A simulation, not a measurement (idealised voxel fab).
A process module follows: voxel self aligned vias.
240 nm wide, 5 nm square cells: that's cross-section cut.
Cross-sections here: square-cell grids, written as top-down lists of bands, a band being one or more rows of cells. Each band's line starts with the height of the band's top and of its bottom, in nm. Then come its materials from left to right, each with its width in nm. One material with "everywhere" fills the band from edge to edge. "air" is empty space. Heights from 0 (as-received wafer is one material below). Bottom band endless downward, as "z 0 and below". Read "30..40" as a graded width: first number on top, second number at the bottom, same change between each pair of neighbouring rows. It should be understood that the words "stayed the same", when stated for a given step, signify that the cross-section underwent no change in any of its cells during that step. The entry "Enclosed void list" lists the empty spaces that cover at least 8 cells and have no open path to the top. Each is written as width x height at distance, where the distance is measured from the left edge and all three values are in nm. Anything after a step's settings on that line? It's the simulator's own note about the step. When a step includes a mask, the "overlay nm" setting on its line states how far to the right of its planned place that mask lay, and negative values state how far to the left.
## Steps planned for the process
1: RECEIVE, material Si
2: CONFORMAL_DEP, material SiO2, thk nm 15
3: CONFORMAL_DEP, material SiCN, thk nm 5
4: DIRECTIONAL_DEP, material SiO2, thk nm 30
5: DIRECTIONAL_DEP, material aC, thk nm 10
6: PATTERN, tone open, mask id LINES, material resist, width nm 20, pitch nm 50, thk nm 30, overlay nm 0
7: DIRECTIONAL_ETCH, etch materials aC, depth nm 10
8: STRIP, etch materials resist
9: DIRECTIONAL_ETCH, etch materials SiO2, depth nm 30
10: STRIP, etch materials aC
11: CONFORMAL_DEP, material TiN, thk nm 5
12: FILL_DEP, material Ru, thk nm 5
13: CMP, height nm 50
14: SELECTIVE_ETCH, etch materials W Ru TiN, depth nm 5
15: FILL_DEP, material SiN, thk nm 5
16: CMP, height nm 50
17: DIRECTIONAL_DEP, material SiO2, thk nm 20
18: PATTERN, tone open, mask id VIAS, material resist, width nm 30, pitch nm 100, thk nm 20, overlay nm 0
19: DIRECTIONAL_ETCH, etch materials SiO2, depth nm 20
20: DIRECTIONAL_ETCH, etch materials SiN, depth nm 5
21: STRIP, etch materials resist
22: CONFORMAL_DEP, material TiN, thk nm 5
23: FILL_DEP, material Cu, thk nm 5
24: CMP, height nm 70
25: CONFORMAL_DEP, material SiN, thk nm 5
## First of two wafers, with the run carried out as planned
## Step 1 complete: cross-section of the wafer as received
> z 0 and below: Si everywhere
> Enclosed void list: none
## Sectional view: wafer, after step 2
> z 15 to 0: SiO2 everywhere
> Under 0: no change, same as before.
## Sectional view: wafer, after step 3
> z 20 to 15: SiCN everywhere
> Under 15: no change, same as before.
## Sectional view: wafer, after step 4
> z 50 to 20: SiO2 everywhere
> Under 20: no change, same as before.
## Sectional view: wafer, after step 5
> z 60 to 50: aC everywhere
> Under 50: no change, same as before.
## Sectional view: wafer, after step 6
> z 90 to 60: resist 60 nm | air 20 nm | resist 30 nm | air 20 nm | resist 30 nm | air 20 nm | resist 60 nm
> Under 60: no change, same as before.
## Sectional view: wafer, after step 7
> z 80 to 60: resist 60 nm | air 20 nm | resist 30 nm | air 20 nm | resist 30 nm | air 20 nm | resist 60 nm
> z 60 to 50: aC 60 nm | air 20 nm | aC 30 nm | air 20 nm | aC 30 nm | air 20 nm | aC 60 nm
> Under 50: no change, same as before.
## Sectional view: wafer, after step 8
> z 60 to 50: aC 60 nm | air 20 nm | aC 30 nm | air 20 nm | aC 30 nm | air 20 nm | aC 60 nm
> Under 50: no change, same as before.
## Sectional view: wafer, after step 9
> z 60 to 50: aC 60 nm | air 20 nm | aC 30 nm | air 20 nm | aC 30 nm | air 20 nm | aC 60 nm
> z 50 to 20: SiO2 60 nm | air 20 nm | SiO2 30 nm | air 20 nm | SiO2 30 nm | air 20 nm | SiO2 60 nm
> Under 20: no change, same as before.
## Sectional view: wafer, after step 10
> z 50 to 20: SiO2 60 nm | air 20 nm | SiO2 30 nm | air 20 nm | SiO2 30 nm | air 20 nm | SiO2 60 nm
> Under 20: no change, same as before.
## Sectional view: wafer, after step 11
> z 55 to 50: TiN 65 nm | air 10 nm | TiN 40 nm | air 10 nm | TiN 40 nm | air 10 nm | TiN 65 nm
> z 50 to 25: SiO2 60 nm | TiN 5 nm | air 10 nm | TiN 5 nm | SiO2 30 nm | TiN 5 nm | air 10 nm | TiN 5 nm | SiO2 30 nm | TiN 5 nm | air 10 nm | TiN 5 nm | SiO2 60 nm
> z 25 to 20: SiO2 60 nm | TiN 20 nm | SiO2 30 nm | TiN 20 nm | SiO2 30 nm | TiN 20 nm | SiO2 60 nm
> Under 20: no change, same as before.
## Sectional view: wafer, after step 12
> z 60 to 55: Ru everywhere
> z 55 to 50: TiN 65 nm | Ru 10 nm | TiN 40 nm | Ru 10 nm | TiN 40 nm | Ru 10 nm | TiN 65 nm
> z 50 to 25: SiO2 60 nm | TiN 5 nm | Ru 10 nm | TiN 5 nm | SiO2 30 nm | TiN 5 nm | Ru 10 nm | TiN 5 nm | SiO2 30 nm | TiN 5 nm | Ru 10 nm | TiN 5 nm | SiO2 60 nm
> Under 25: no change, same as before.
## Sectional view: wafer, after step 13
> z 50 to 25: SiO2 60 nm | TiN 5 nm | Ru 10 nm | TiN 5 nm | SiO2 30 nm | TiN 5 nm | Ru 10 nm | TiN 5 nm | SiO2 30 nm | TiN 5 nm | Ru 10 nm | TiN 5 nm | SiO2 60 nm
> Under 25: no change, same as before.
## Sectional view: wafer, after step 14
> z 50 to 45: SiO2 60 nm | air 20 nm | SiO2 30 nm | air 20 nm | SiO2 30 nm | air 20 nm | SiO2 60 nm
> Under 45: no change, same as before.
## Sectional view: wafer, after step 15
> z 55 to 50: SiN everywhere
> z 50 to 45: SiO2 60 nm | SiN 20 nm | SiO2 30 nm | SiN 20 nm | SiO2 30 nm | SiN 20 nm | SiO2 60 nm
> Under 45: no change, same as before.
## Sectional view: wafer, after step 16
> z 50 to 45: SiO2 60 nm | SiN 20 nm | SiO2 30 nm | SiN 20 nm | SiO2 30 nm | SiN 20 nm | SiO2 60 nm
> Under 45: no change, same as before.
## Sectional view: wafer, after step 17
> z 70 to 50: SiO2 everywhere
> Under 50: no change, same as before.
## Sectional view: wafer, after step 18
> z 90 to 70: resist 55 nm | air 30 nm | resist 70 nm | air 30 nm | resist 55 nm
> Under 70: no change, same as before.
## Sectional view: wafer, after step 19
> z 90 to 70: resist 55 nm | air 30 nm | resist 70 nm | air 30 nm | resist 55 nm
> z 70 to 50: SiO2 55 nm | air 30 nm | SiO2 70 nm | air 30 nm | SiO2 55 nm
> Under 50: no change, same as before.
## Sectional view: wafer, after step 20
> z 90 to 70: resist 55 nm | air 30 nm | resist 70 nm | air 30 nm | resist 55 nm
> z 70 to 50: SiO2 55 nm | air 30 nm | SiO2 70 nm | air 30 nm | SiO2 55 nm
> z 50 to 45: SiO2 60 nm | air 20 nm | SiO2 30 nm | SiN 20 nm | SiO2 30 nm | air 20 nm | SiO2 60 nm
> Under 45: no change, same as before.
## Sectional view: wafer, after step 21
> z 70 to 50: SiO2 55 nm | air 30 nm | SiO2 70 nm | air 30 nm | SiO2 55 nm
> Under 50: no change, same as before.
## Sectional view: wafer, after step 22
> z 75 to 70: TiN 60 nm | air 20 nm | TiN 80 nm | air 20 nm | TiN 60 nm
> z 70 to 55: SiO2 55 nm | TiN 5 nm | air 20 nm | TiN 5 nm | SiO2 70 nm | TiN 5 nm | air 20 nm | TiN 5 nm | SiO2 55 nm
> z 55 to 50: SiO2 55 nm | TiN 10 nm | air 10 nm | TiN 10 nm | SiO2 70 nm | TiN 10 nm | air 10 nm | TiN 10 nm | SiO2 55 nm
> z 50 to 45: SiO2 60 nm | TiN 20 nm | SiO2 30 nm | SiN 20 nm | SiO2 30 nm | TiN 20 nm | SiO2 60 nm
> Under 45: no change, same as before.
## Sectional view: wafer, after step 23
> z 80 to 75: Cu everywhere
> z 75 to 70: TiN 60 nm | Cu 20 nm | TiN 80 nm | Cu 20 nm | TiN 60 nm
> z 70 to 55: SiO2 55 nm | TiN 5 nm | Cu 20 nm | TiN 5 nm | SiO2 70 nm | TiN 5 nm | Cu 20 nm | TiN 5 nm | SiO2 55 nm
> z 55 to 50: SiO2 55 nm | TiN 10 nm | Cu 10 nm | TiN 10 nm | SiO2 70 nm | TiN 10 nm | Cu 10 nm | TiN 10 nm | SiO2 55 nm
> Under 50: no change, same as before.
## Sectional view: wafer, after step 24
> z 70 to 55: SiO2 55 nm | TiN 5 nm | Cu 20 nm | TiN 5 nm | SiO2 70 nm | TiN 5 nm | Cu 20 nm | TiN 5 nm | SiO2 55 nm
> Under 55: no change, same as before.
## Sectional view: wafer, after step 25
> z 75 to 70: SiN everywhere
> Under 70: no change, same as before.
## Second wafer: same start and same plan as the first, one execution error; identical to the first through step 2
Cross-sectional representation of the second wafer at the time designated in the plan for the completion of step 3: stayed the same
## Cross-sectional representation of the second wafer at the time designated in the plan for the completion of step 4
> z 45 to 0: SiO2 everywhere
> Under 0: no change, same as before.
## Cross-sectional representation of the second wafer at the time designated in the plan for the completion of step 5
> z 55 to 45: aC everywhere
> Under 45: no change, same as before.
## Cross-sectional representation of the second wafer at the time designated in the plan for the completion of step 6
> z 85 to 55: resist 60 nm | air 20 nm | resist 30 nm | air 20 nm | resist 30 nm | air 20 nm | resist 60 nm
> Under 55: no change, same as before.
## Cross-sectional representation of the second wafer at the time designated in the plan for the completion of step 7
> z 75 to 55: resist 60 nm | air 20 nm | resist 30 nm | air 20 nm | resist 30 nm | air 20 nm | resist 60 nm
> z 55 to 45: aC 60 nm | air 20 nm | aC 30 nm | air 20 nm | aC 30 nm | air 20 nm | aC 60 nm
> Under 45: no change, same as before.
## Cross-sectional representation of the second wafer at the time designated in the plan for the completion of step 8
> z 55 to 45: aC 60 nm | air 20 nm | aC 30 nm | air 20 nm | aC 30 nm | air 20 nm | aC 60 nm
> Under 45: no change, same as before.
## Cross-sectional representation of the second wafer at the time designated in the plan for the completion of step 9
> z 55 to 45: aC 60 nm | air 20 nm | aC 30 nm | air 20 nm | aC 30 nm | air 20 nm | aC 60 nm
> z 45 to 15: SiO2 60 nm | air 20 nm | SiO2 30 nm | air 20 nm | SiO2 30 nm | air 20 nm | SiO2 60 nm
> Under 15: no change, same as before.
## Cross-sectional representation of the second wafer at the time designated in the plan for the completion of step 10
> z 45 to 15: SiO2 60 nm | air 20 nm | SiO2 30 nm | air 20 nm | SiO2 30 nm | air 20 nm | SiO2 60 nm
> Under 15: no change, same as before.
## Cross-sectional representation of the second wafer at the time designated in the plan for the completion of step 11
> z 50 to 45: TiN 65 nm | air 10 nm | TiN 40 nm | air 10 nm | TiN 40 nm | air 10 nm | TiN 65 nm
> z 45 to 20: SiO2 60 nm | TiN 5 nm | air 10 nm | TiN 5 nm | SiO2 30 nm | TiN 5 nm | air 10 nm | TiN 5 nm | SiO2 30 nm | TiN 5 nm | air 10 nm | TiN 5 nm | SiO2 60 nm
> z 20 to 15: SiO2 60 nm | TiN 20 nm | SiO2 30 nm | TiN 20 nm | SiO2 30 nm | TiN 20 nm | SiO2 60 nm
> Under 15: no change, same as before.
## Cross-sectional representation of the second wafer at the time designated in the plan for the completion of step 12
> z 55 to 50: Ru everywhere
> z 50 to 45: TiN 65 nm | Ru 10 nm | TiN 40 nm | Ru 10 nm | TiN 40 nm | Ru 10 nm | TiN 65 nm
> z 45 to 20: SiO2 60 nm | TiN 5 nm | Ru 10 nm | TiN 5 nm | SiO2 30 nm | TiN 5 nm | Ru 10 nm | TiN 5 nm | SiO2 30 nm | TiN 5 nm | Ru 10 nm | TiN 5 nm | SiO2 60 nm
> Under 20: no change, same as before.
## Cross-sectional representation of the second wafer at the time designated in the plan for the completion of step 13
> z 50 to 45: TiN 65 nm | Ru 10 nm | TiN 40 nm | Ru 10 nm | TiN 40 nm | Ru 10 nm | TiN 65 nm
> Under 45: no change, same as before.
## Cross-sectional representation of the second wafer at the time designated in the plan for the completion of step 14
> z 45 to 20: SiO2 60 nm | TiN 5 nm | Ru 10 nm | TiN 5 nm | SiO2 30 nm | TiN 5 nm | Ru 10 nm | TiN 5 nm | SiO2 30 nm | TiN 5 nm | Ru 10 nm | TiN 5 nm | SiO2 60 nm
> Under 20: no change, same as before.
## Cross-sectional representation of the second wafer at the time designated in the plan for the completion of step 15
> z 50 to 45: SiN everywhere
> Under 45: no change, same as before.
Cross-sectional representation of the second wafer at the time designated in the plan for the completion of step 16: stayed the same
## Cross-sectional representation of the second wafer at the time designated in the plan for the completion of step 17
> z 70 to 50: SiO2 everywhere
> Under 50: no change, same as before.
## Cross-sectional representation of the second wafer at the time designated in the plan for the completion of step 18
> z 90 to 70: resist 55 nm | air 30 nm | resist 70 nm | air 30 nm | resist 55 nm
> Under 70: no change, same as before.
## Cross-sectional representation of the second wafer at the time designated in the plan for the completion of step 19
> z 90 to 70: resist 55 nm | air 30 nm | resist 70 nm | air 30 nm | resist 55 nm
> z 70 to 50: SiO2 55 nm | air 30 nm | SiO2 70 nm | air 30 nm | SiO2 55 nm
> Under 50: no change, same as before.
## Cross-sectional representation of the second wafer at the time designated in the plan for the completion of step 20
> z 90 to 70: resist 55 nm | air 30 nm | resist 70 nm | air 30 nm | resist 55 nm
> z 70 to 50: SiO2 55 nm | air 30 nm | SiO2 70 nm | air 30 nm | SiO2 55 nm
> z 50 to 45: SiN 55 nm | air 30 nm | SiN 70 nm | air 30 nm | SiN 55 nm
> Under 45: no change, same as before.
## Cross-sectional representation of the second wafer at the time designated in the plan for the completion of step 21
> z 70 to 50: SiO2 55 nm | air 30 nm | SiO2 70 nm | air 30 nm | SiO2 55 nm
> Under 50: no change, same as before.
## Cross-sectional representation of the second wafer at the time designated in the plan for the completion of step 22
> z 75 to 70: TiN 60 nm | air 20 nm | TiN 80 nm | air 20 nm | TiN 60 nm
> z 70 to 50: SiO2 55 nm | TiN 5 nm | air 20 nm | TiN 5 nm | SiO2 70 nm | TiN 5 nm | air 20 nm | TiN 5 nm | SiO2 55 nm
> z 50 to 45: SiN 55 nm | TiN 30 nm | SiN 70 nm | TiN 30 nm | SiN 55 nm
> Under 45: no change, same as before.
## Cross-sectional representation of the second wafer at the time designated in the plan for the completion of step 23
> z 80 to 75: Cu everywhere
> z 75 to 70: TiN 60 nm | Cu 20 nm | TiN 80 nm | Cu 20 nm | TiN 60 nm
> z 70 to 50: SiO2 55 nm | TiN 5 nm | Cu 20 nm | TiN 5 nm | SiO2 70 nm | TiN 5 nm | Cu 20 nm | TiN 5 nm | SiO2 55 nm
> Under 50: no change, same as before.
## Cross-sectional representation of the second wafer at the time designated in the plan for the completion of step 24
> z 70 to 50: SiO2 55 nm | TiN 5 nm | Cu 20 nm | TiN 5 nm | SiO2 70 nm | TiN 5 nm | Cu 20 nm | TiN 5 nm | SiO2 55 nm
> Under 50: no change, same as before.
## Cross-sectional representation of the second wafer at the time designated in the plan for the completion of step 25
> z 75 to 70: SiN everywhere
> Under 70: no change, same as before.
The plan and the run diverged here: plan step 3 never ran because it was skipped
End check, counted in cells, second wafer has more or fewer of these materials than the first: Cu +4 | Ru +6 | SiCN -48 | SiN +32 | TiN +6
